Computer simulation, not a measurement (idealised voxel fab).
voxel wiring stack: a process module
Square cell edge 5 nm, section width 265 nm, ID cut.
A cross-section is written here as square cells arranged in a grid, and it is given in bands from the top down, each band taking up one or more rows of cells. This entry defines a band. It first specifies the height of the band's top and the height of its bottom in nm, and then specifies the band's materials from left to right, stating each material with its width in nm. The word "all across" identifies a single material that fills the band from edge to edge, while the word "blank" identifies empty space. A quick word on heights: they are counted from 0, and under that level the wafer as it came to us is one material throughout. The lowest band is different from the rest in having no bottom; it simply continues downward, written as in "0 nm and below". Top row gets the first number, bottom row gets the second, and each row in between changes by the same step: that is how a band width like "30 to 40" works. Given "nothing different" for a step, no cell of the cross-section differs between before and after that step. Listed in "Enclosed void catalog": every empty space of 8 or more cells without an open way to the top. Form: width x height at distance, the distance being from the left edge, all in nm. What comes after the settings on a step's line is commentary from the simulator itself on that step. overlay nm: step with mask; distance mask lay right of planned place; negative value = left of planned place.
The planned process steps are enumerated hereunder:
| 1 | RECEIVE with material Si |
| 2 | CONFORMAL_DEP with material SiO2, thk nm 15 |
| 3 | CONFORMAL_DEP with material SiN, thk nm 5 |
| 4 | DIRECTIONAL_DEP with material lowk, thk nm 15 |
| 5 | PATTERN with tone open, mask id METAL_1, material resist, width nm 25, pitch nm 45, thk nm 15, overlay nm 0 |
| 6 | DIRECTIONAL_ETCH with etch materials lowk, depth nm 15 |
| 7 | DIRECTIONAL_ETCH with etch materials SiN, depth nm 5 |
| 8 | STRIP with etch materials resist |
| 9 | CONFORMAL_DEP with material TiN, thk nm 5 |
| 10 | FILL_DEP with material Cu, thk nm 5 |
| 11 | CMP with height nm 35 |
| 12 | EPI with material Ru, thk nm 5 |
| 13 | FILL_DEP with material SiCN, thk nm 5 |
| 14 | DIRECTIONAL_DEP with material SiO2, thk nm 10 |
| 15 | MASKED_ETCH with tone open, mask id PLUG_1, width nm 15, pitch nm 90, etch materials SiO2, depth nm 10, overlay nm 0 |
| 16 | MASKED_ETCH with tone open, mask id PLUG_1, width nm 15, pitch nm 90, etch materials SiCN, depth nm 5, overlay nm 0 |
| 17 | EPI with material Ru, thk nm 10 |
| 18 | EPI with material Ru, thk nm 5 |
| 19 | CONFORMAL_DEP with material SiN, thk nm 5 |
| 20 | DIRECTIONAL_DEP with material SiO2, thk nm 20 |
| 21 | MASKED_ETCH with tone open, mask id METAL_2, width nm 25, pitch nm 45, etch materials SiO2, depth nm 20, overlay nm 0 |
| 22 | MASKED_ETCH with tone open, mask id METAL_2, width nm 25, pitch nm 45, etch materials SiN, depth nm 5, overlay nm 0 |
| 23 | CONFORMAL_DEP with material TiN, thk nm 5 |
| 24 | FILL_DEP with material Cu, thk nm 10 |
| 25 | CMP with height nm 80 |
| 26 | CONFORMAL_DEP with material SiCN, thk nm 5 |
| 27 | DIRECTIONAL_DEP with material SiO2, thk nm 25 |
| 28 | DIRECTIONAL_DEP with material aC, thk nm 10 |
| 29 | PATTERN with tone open, mask id METAL_3, material resist, width nm 25, pitch nm 45, thk nm 30, overlay nm 0 |
| 30 | DIRECTIONAL_ETCH with etch materials aC, depth nm 10 |
| 31 | STRIP with etch materials resist |
| 32 | DIRECTIONAL_ETCH with etch materials SiO2, depth nm 15 |
| 33 | STRIP with etch materials aC |
| 34 | DIRECTIONAL_DEP with material aC, thk nm 10 |
| 35 | PATTERN with tone open, mask id METAL_3_HOLES, material resist, width nm 15, pitch nm 45, thk nm 30, overlay nm 0 |
| 36 | DIRECTIONAL_ETCH with etch materials aC, depth nm 10 |
| 37 | STRIP with etch materials resist |
| 38 | DIRECTIONAL_ETCH with etch materials SiO2, depth nm 10 |
| 39 | DIRECTIONAL_ETCH with etch materials SiCN, depth nm 5 |
| 40 | STRIP with etch materials aC |
| 41 | CONFORMAL_DEP with material TiN, thk nm 5 |
| 42 | FILL_DEP with material Cu, thk nm 10 |
| 43 | CMP with height nm 110 |
| 44 | CONFORMAL_DEP with material SiCN, thk nm 5 |
| 45 | DIRECTIONAL_DEP with material SiO2, thk nm 30 |
| 46 | DIRECTIONAL_DEP with material aC, thk nm 10 |
| 47 | PATTERN with tone open, mask id METAL_4_HOLES, material resist, width nm 15, pitch nm 90, thk nm 25, overlay nm 0 |
| 48 | DIRECTIONAL_ETCH with etch materials aC, depth nm 10 |
| 49 | STRIP with etch materials resist |
| 50 | DIRECTIONAL_ETCH with etch materials SiO2, depth nm 30 |
| 51 | STRIP with etch materials aC |
| 52 | MASKED_ETCH with tone open, mask id METAL_4, width nm 25, pitch nm 45, etch materials SiO2, depth nm 20, overlay nm 0 |
| 53 | MASKED_ETCH with tone open, mask id METAL_4, width nm 25, pitch nm 45, etch materials SiCN, depth nm 5, overlay nm 0 |
| 54 | CONFORMAL_DEP with material TiN, thk nm 5 |
| 55 | FILL_DEP with material Ru, thk nm 10 |
| 56 | CMP with height nm 145 |
| 57 | CONFORMAL_DEP with material SiCN, thk nm 5 |
Cross-section of the wafer at receipt, which is the condition after step 1:
    0 nm and below | Si all across
    Enclosed void catalog: none
Cross-section: first of two wafers, module finished, run according to plan:
    150 nm to 145 nm | SiCN all across
    145 nm to 130 nm | SiO2=50; TiN=5; Ru=15; TiN=5; SiO2=20; TiN=5; Ru=15; TiN=5; SiO2=20; TiN=5; Ru=15; TiN=5; SiO2=20; TiN=5; Ru=15; TiN=5; SiO2=55
    130 nm to 125 nm | SiO2=50; TiN=5; Ru=5; TiN=15; SiO2=20; TiN=25; SiO2=20; TiN=5; Ru=5; TiN=15; SiO2=20; TiN=25; SiO2=55
    125 nm to 115 nm | SiO2=50; TiN=5; Ru=5; TiN=5; SiO2=75; TiN=5; Ru=5; TiN=5; SiO2=110
    115 nm to 110 nm | SiCN=50; TiN=15; SiCN=75; TiN=15; SiCN=110
    110 nm to 100 nm | SiO2=50; TiN=5; Cu=15; TiN=5; SiO2=20; TiN=5; Cu=15; TiN=5; SiO2=20; TiN=5; Cu=15; TiN=5; SiO2=20; TiN=5; Cu=15; TiN=5; SiO2=55
    100 nm to 95 nm | SiO2=50; TiN=5; Cu=5; TiN=15; SiO2=20; TiN=5; Cu=5; TiN=15; SiO2=20; TiN=5; Cu=5; TiN=15; SiO2=20; TiN=5; Cu=5; TiN=15; SiO2=55
    95 nm to 85 nm | SiO2=50; TiN=5; Cu=5; TiN=5; SiO2=30; TiN=5; Cu=5; TiN=5; SiO2=30; TiN=5; Cu=5; TiN=5; SiO2=30; TiN=5; Cu=5; TiN=5; SiO2=65
    85 nm to 80 nm | SiCN=50; TiN=15; SiCN=30; TiN=15; SiCN=30; TiN=15; SiCN=30; TiN=15; SiCN=65
    80 nm to 60 nm | SiO2=50; TiN=5; Cu=15; TiN=5; SiO2=20; TiN=5; Cu=15; TiN=5; SiO2=20; TiN=5; Cu=15; TiN=5; SiO2=20; TiN=5; Cu=15; TiN=5; SiO2=55
    60 nm to 55 nm | SiN=50; TiN=25; SiN=20; TiN=25; SiN=20; TiN=25; SiN=20; TiN=25; SiN=55
    55 nm to 45 nm | SiO2=50; Ru=15; SiO2=75; Ru=15; SiO2=110
    45 nm to 40 nm | SiCN=50; Ru=15; SiCN=75; Ru=15; SiCN=110
    40 nm to 35 nm | SiCN=45; Ru=35; SiCN=10; Ru=35; SiCN=10; Ru=35; SiCN=10; Ru=35; SiCN=50
    35 nm to 20 nm | lowk=50; TiN=5; Cu=15; TiN=5; lowk=20; TiN=5; Cu=15; TiN=5; lowk=20; TiN=5; Cu=15; TiN=5; lowk=20; TiN=5; Cu=15; TiN=5; lowk=55
    20 nm to 15 nm | SiN=50; TiN=25; SiN=20; TiN=25; SiN=20; TiN=25; SiN=20; TiN=25; SiN=55
    15 nm to 0 nm | SiO2 all across
    0 nm and below | Si all across
    Enclosed void catalog: none
Wafer two, sectioned after the module: the first wafer's start, the first wafer's plan, and one mistake in how it was run:
    150 nm to 145 nm | SiCN all across
    145 nm to 130 nm | SiO2=50; TiN=5; Ru=15; TiN=5; SiO2=20; TiN=5; Ru=15; TiN=5; SiO2=20; TiN=5; Ru=15; TiN=5; SiO2=20; TiN=5; Ru=15; TiN=5; SiO2=55
    130 nm to 125 nm | SiO2=50; TiN=5; Ru=5; TiN=15; SiO2=20; TiN=25; SiO2=20; TiN=5; Ru=5; TiN=15; SiO2=20; TiN=25; SiO2=55
    125 nm to 115 nm | SiO2=50; TiN=5; Ru=5; TiN=5; SiO2=75; TiN=5; Ru=5; TiN=5; SiO2=110
    115 nm to 110 nm | SiCN=50; TiN=15; SiCN=75; TiN=15; SiCN=110
    110 nm to 100 nm | SiO2=50; TiN=5; Cu=15; TiN=5; SiO2=20; TiN=5; Cu=15; TiN=5; SiO2=20; TiN=5; Cu=15; TiN=5; SiO2=20; TiN=5; Cu=15; TiN=5; SiO2=55
    100 nm to 95 nm | SiO2=50; TiN=5; Cu=5; TiN=15; SiO2=20; TiN=5; Cu=5; TiN=15; SiO2=20; TiN=5; Cu=5; TiN=15; SiO2=20; TiN=5; Cu=5; TiN=15; SiO2=55
    95 nm to 85 nm | SiO2=50; TiN=5; Cu=5; TiN=5; SiO2=30; TiN=5; Cu=5; TiN=5; SiO2=30; TiN=5; Cu=5; TiN=5; SiO2=30; TiN=5; Cu=5; TiN=5; SiO2=65
    85 nm to 80 nm | SiCN=50; TiN=15; SiCN=30; TiN=15; SiCN=30; TiN=15; SiCN=30; TiN=15; SiCN=65
    80 nm to 75 nm | Cu=30; TiN=5; SiO2=15; TiN=5; Cu=15; TiN=5; SiO2=5; TiN=5; Cu=35; TiN=5; SiO2=15; TiN=5; Cu=15; TiN=5; SiO2=5; TiN=5; Cu=90
    75 nm to 70 nm | TiN=35; SiO2=15; TiN=5; Cu=15; TiN=5; SiO2=5; TiN=20; Cu=15; TiN=10; SiO2=15; TiN=5; Cu=15; TiN=5; SiO2=5; TiN=20; Cu=15; TiN=60
    70 nm to 60 nm | SiO2=50; TiN=5; Cu=15; TiN=5; SiO2=20; TiN=5; Cu=15; TiN=5; SiO2=20; TiN=5; Cu=15; TiN=5; SiO2=20; TiN=5; Cu=15; TiN=5; SiO2=55
    60 nm to 55 nm | SiO2=35; SiN=15; TiN=25; SiN=5; SiO2=15; TiN=5; Cu=15; TiN=5; SiO2=5; SiN=15; TiN=25; SiN=5; SiO2=15; TiN=5; Cu=15; TiN=5; SiO2=55
    55 nm to 50 nm | SiO2=35; SiN=5; Ru=35; SiN=5; SiO2=15; TiN=5; Cu=15; TiN=5; SiO2=5; SiN=5; Ru=35; SiN=5; SiO2=15; TiN=5; Cu=15; TiN=5; SiO2=55
    50 nm to 45 nm | SiN=40; Ru=35; SiN=20; TiN=25; SiN=10; Ru=35; SiN=20; TiN=25; SiN=55
    45 nm to 40 nm | SiCN=50; Ru=15; SiCN=75; Ru=15; SiCN=110
    40 nm to 35 nm | SiCN=45; Ru=35; SiCN=10; Ru=35; SiCN=10; Ru=35; SiCN=10; Ru=35; SiCN=50
    35 nm to 20 nm | lowk=50; TiN=5; Cu=15; TiN=5; lowk=20; TiN=5; Cu=15; TiN=5; lowk=20; TiN=5; Cu=15; TiN=5; lowk=20; TiN=5; Cu=15; TiN=5; lowk=55
    20 nm to 15 nm | SiN=50; TiN=25; SiN=20; TiN=25; SiN=20; TiN=25; SiN=20; TiN=25; SiN=55
    15 nm to 0 nm | SiO2 all across
    0 nm and below | Si all across
    Enclosed void catalog: none
Nonconformance to the process plan: step 14 of the plan was excluded from execution and never run
Final difference in cells, second wafer against first, listed per material as more or fewer: 37 more of Cu, 16 more of Ru, 8 more of SiN, 94 fewer of SiO2, 33 more of TiN
